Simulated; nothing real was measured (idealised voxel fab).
Process module heading - voxel transistor to metal
Square cell edge 5 nm, section width 280 nm, ID cut.
When this document writes out a cross-section, it uses a grid of square cells and lists it as bands, beginning at the top and moving down, with a band standing for one or more rows of cells.
Band: top and bottom heights (nm) first, top before bottom; then materials from left to right, widths in nm. "everywhere" marks a sole material filling the band edge to edge. "air" denotes empty space.
Heights are expressed relative to 0, this being the level below which the as-received wafer comprises one material exclusively. The lowest band is unbounded in the downward direction and is denoted as in "z 0 and below".
The notation "30->40" denotes a width that varies across the rows of cells in the band, beginning at the first number in the top row, finishing at the second number in the bottom row, and changing by an identical amount from each row to the next.
Reading "no alteration" for a step: not a cell of the cross-section changed in it.
"Closed void register" specifies each empty space that is not open to the top and that occupies no fewer than 8 cells, using the form width x height at distance, the distance measured from the left edge and all three quantities in nm.
Where a step's line continues beyond its settings, the continuation is a remark by the simulator itself on that step.
What "overlay nm" on a step's line means: if the step has a mask, that mask lay this far to the right of its planned place, or, when the value is negative, to the left.

[Listed below are the process steps as planned]
step 1: RECEIVE, material Si
step 2: OXIDIZE, depth nm 5
step 3: CONFORMAL_DEP, material SiN, thk nm 10
step 4: MASKED_ETCH, tone cover, mask id ACTIVE, width nm 110, pitch nm 135, etch materials SiN, depth nm 10, overlay nm 0
step 5: MASKED_ETCH, tone cover, mask id ACTIVE, width nm 110, pitch nm 135, etch materials SiO2, depth nm 5, overlay nm 0
step 6: MASKED_ETCH, tone cover, mask id ACTIVE, width nm 110, pitch nm 135, etch materials Si, depth nm 35, overlay nm 0
step 7: FILL_DEP, material SiO2, thk nm 10
step 8: CMP, height nm 10
step 9: SELECTIVE_ETCH, etch materials SiO2, depth nm 10
step 10: STRIP, etch materials SiN
step 11: SELECTIVE_ETCH, etch materials SiO2, depth nm 5
step 12: OXIDIZE, depth nm 5
step 13: DIRECTIONAL_DEP, material polySi, thk nm 20
step 14: DIRECTIONAL_DEP, material SiCN, thk nm 10
step 15: PATTERN, tone cover, mask id GATE, material resist, width nm 30, pitch nm 135, thk nm 15, overlay nm -15
step 16: DIRECTIONAL_ETCH, etch materials SiCN, depth nm 20
step 17: DIRECTIONAL_ETCH, etch materials polySi, depth nm 30
step 18: STRIP, etch materials resist
step 19: CONFORMAL_DEP, material SiN, thk nm 5
step 20: DIRECTIONAL_ETCH, etch materials SiN, depth nm 5
step 21: DIRECTIONAL_ETCH, etch materials SiO2, depth nm 5
step 22: DIRECTIONAL_ETCH, etch materials Si, depth nm 15
step 23: EPI, material SiGe, thk nm 15
step 24: FILL_DEP, material SiO2, thk nm 10
step 25: CMP, height nm 15
step 26: STRIP, etch materials polySi
step 27: SELECTIVE_ETCH, etch materials SiO2, depth nm 5
step 28: CONFORMAL_DEP, material HfO2, thk nm 5
step 29: CONFORMAL_DEP, material TiN, thk nm 5
step 30: FILL_DEP, material W, thk nm 5
step 31: CMP, height nm 10
step 32: DIRECTIONAL_DEP, material SiO2, thk nm 10
step 33: MASKED_ETCH, tone open, mask id CONTACT, width nm 20, etch materials SiO2, depth nm 30, overlay nm 0
step 34: CONFORMAL_DEP, material TiN, thk nm 5
step 35: FILL_DEP, material W, thk nm 5
step 36: CMP, height nm 20
step 37: DIRECTIONAL_DEP, material TiN, thk nm 5
step 38: DIRECTIONAL_DEP, material W, thk nm 20
step 39: PATTERN, tone cover, mask id METAL_1, material resist, width nm 20, thk nm 20, overlay nm 0
step 40: DIRECTIONAL_ETCH, etch materials W, depth nm 20
step 41: DIRECTIONAL_ETCH, etch materials TiN, depth nm 5
step 42: STRIP, etch materials resist
step 43: CONFORMAL_DEP, material SiCN, thk nm 5
step 44: FILL_DEP, material SiO2, thk nm 5
step 45: CMP, height nm 45
step 46: CONFORMAL_DEP, material SiN, thk nm 5
The wafers are alike at the start. At step 15, their overlay nm differs. The plan lists the first wafer's value.

[As-received state after step 1, first of several wafers, cross-section]
> z 0 and below | Si everywhere
> Closed void register: none

[Quick look at the cross-section of the first of several wafers after step 46, which wraps up the module]
> z 50 to 45 | SiN everywhere
> z 45 to 25 | SiO2 15 / SiCN 5 / W 20 / SiCN 5 / SiO2 50 / SiCN 5 / W 20 / SiCN 5 / SiO2 25 / SiCN 5 / W 20 / SiCN 5 / SiO2 50 / SiCN 5 / W 20 / SiCN 5 / SiO2 20
> z 25 to 20 | SiCN 20 / TiN 20 / SiCN 60 / TiN 20 / SiCN 35 / TiN 20 / SiCN 60 / TiN 20 / SiCN 25
> z 20 to 10 | SiO2 20 / TiN 5 / W 10->5 / TiN 5->10 / SiO2 60 / TiN 5 / W 10 / TiN 5 / SiO2 35 / TiN 5 / W 10->5 / TiN 5->10 / SiO2 60 / TiN 5 / W 10 / TiN 5 / SiO2 25
> z 10 to 5 | SiO2 20 / TiN 15 / SiN 5 / HfO2 5 / TiN 5 / W 10 / TiN 5 / HfO2 5 / SiN 5 / SiO2 25 / TiN 5 / W 10 / TiN 5 / SiO2 35 / TiN 15 / SiN 5 / HfO2 5 / TiN 5 / W 10 / TiN 5 / HfO2 5 / SiN 5 / SiO2 25 / TiN 5 / W 10 / TiN 5 / SiO2 25
> z 5 to 0 | SiO2 20 / SiGe 15 / SiN 5 / HfO2 5 / TiN 5 / W 10 / TiN 5 / HfO2 5 / SiN 5 / SiGe 15 / SiO2 10 / TiN 5 / W 10 / TiN 5 / SiO2 35 / SiGe 15 / SiN 5 / HfO2 5 / TiN 5 / W 10 / TiN 5 / HfO2 5 / SiN 5 / SiGe 15 / SiO2 10 / TiN 5 / W 10 / TiN 5 / SiO2 25
> z 0 to -5 | SiO2 20 / SiGe 15 / SiN 5 / HfO2 5 / TiN 20 / HfO2 5 / SiN 5 / SiGe 15 / SiO2 10 / TiN 5 / W 10 / TiN 5 / SiO2 35 / SiGe 15 / SiN 5 / HfO2 5 / TiN 20 / HfO2 5 / SiN 5 / SiGe 15 / SiO2 10 / TiN 5 / W 10 / TiN 5 / SiO2 25
> z -5 to -10 | SiO2 20 / SiGe 15 / HfO2 40 / SiGe 15 / SiO2 10 / TiN 20 / SiO2 35 / SiGe 15 / HfO2 40 / SiGe 15 / SiO2 10 / TiN 20 / SiO2 25
> z -10 to -25 | SiO2 15 / SiGe 20 / Si 40 / SiGe 50 / SiO2 25 / SiGe 20 / Si 40 / SiGe 50 / SiO2 20
> z -25 to -40 | SiO2 15 / Si 110 / SiO2 25 / Si 110 / SiO2 20
> z -40 and below | Si everywhere
> Closed void register: none

[Cross-section of the final wafer among several, taken at the end of the module]
> z 50 to 45 | SiN everywhere
> z 45 to 25 | SiO2 15 / SiCN 5 / W 20 / SiCN 5 / SiO2 50 / SiCN 5 / W 20 / SiCN 5 / SiO2 25 / SiCN 5 / W 20 / SiCN 5 / SiO2 50 / SiCN 5 / W 20 / SiCN 5 / SiO2 20
> z 25 to 20 | SiCN 20 / TiN 20 / SiCN 60 / TiN 20 / SiCN 35 / TiN 20 / SiCN 60 / TiN 20 / SiCN 25
> z 20 to 10 | SiO2 20 / TiN 5 / W 10 / TiN 5 / SiO2 60 / TiN 5->10 / W 10->5 / TiN 5 / SiO2 35 / TiN 5 / W 10 / TiN 5 / SiO2 60 / TiN 5->10 / W 10->5 / TiN 5 / SiO2 25
> z 10 to 5 | SiO2 20 / TiN 5 / W 10 / TiN 5 / SiO2 25 / SiN 5 / HfO2 5 / TiN 5 / W 10 / TiN 5 / HfO2 5 / SiN 5 / TiN 15 / SiO2 35 / TiN 5 / W 10 / TiN 5 / SiO2 25 / SiN 5 / HfO2 5 / TiN 5 / W 10 / TiN 5 / HfO2 5 / SiN 5 / TiN 15 / SiO2 25
> z 5 to 0 | SiO2 20 / TiN 5 / W 10 / TiN 5 / SiO2 10 / SiGe 15 / SiN 5 / HfO2 5 / TiN 5 / W 10 / TiN 5 / HfO2 5 / SiN 5 / SiGe 15 / SiO2 35 / TiN 5 / W 10 / TiN 5 / SiO2 10 / SiGe 15 / SiN 5 / HfO2 5 / TiN 5 / W 10 / TiN 5 / HfO2 5 / SiN 5 / SiGe 15 / SiO2 25
> z 0 to -5 | SiO2 20 / TiN 5 / W 10 / TiN 5 / SiO2 10 / SiGe 15 / SiN 5 / HfO2 5 / TiN 20 / HfO2 5 / SiN 5 / SiGe 15 / SiO2 35 / TiN 5 / W 10 / TiN 5 / SiO2 10 / SiGe 15 / SiN 5 / HfO2 5 / TiN 20 / HfO2 5 / SiN 5 / SiGe 15 / SiO2 25
> z -5 to -10 | SiO2 20 / TiN 20 / SiO2 10 / SiGe 15 / HfO2 40 / SiGe 15 / SiO2 35 / TiN 20 / SiO2 10 / SiGe 15 / HfO2 40 / SiGe 15 / SiO2 25
> z -10 to -25 | SiO2 15 / SiGe 50 / Si 40 / SiGe 20 / SiO2 25 / SiGe 50 / Si 40 / SiGe 20 / SiO2 20
> z -25 to -40 | SiO2 15 / Si 110 / SiO2 25 / Si 110 / SiO2 20
> z -40 and below | Si everywhere
> Closed void register: none

[Every row in this table is a wafer at the end of the module, and it gives, for each of the materials, the cells that wafer has gained (+) or lost (-) since it was received, then its closed voids]
overlay nm -15; +28 HfO2; -268 Si; +72 SiCN; +120 SiGe; +68 SiN; +366 SiO2; +76 TiN; +98 W; Closed void register: none
overlay nm -10; +28 HfO2; -268 Si; +72 SiCN; +120 SiGe; +68 SiN; +358 SiO2; +82 TiN; +100 W; Closed void register: none
overlay nm -5; +28 HfO2; -268 Si; +72 SiCN; +120 SiGe; +68 SiN; +352 SiO2; +88 TiN; +100 W; Closed void register: none
overlay nm 0; +28 HfO2; -268 Si; +72 SiCN; +120 SiGe; +68 SiN; +352 SiO2; +88 TiN; +100 W; Closed void register: none
overlay nm 5; +28 HfO2; -268 Si; +72 SiCN; +120 SiGe; +68 SiN; +352 SiO2; +88 TiN; +100 W; Closed void register: none
overlay nm 10; +28 HfO2; -268 Si; +72 SiCN; +120 SiGe; +68 SiN; +358 SiO2; +82 TiN; +100 W; Closed void register: none
overlay nm 15; +28 HfO2; -268 Si; +72 SiCN; +120 SiGe; +68 SiN; +366 SiO2; +76 TiN; +98 W; Closed void register: none
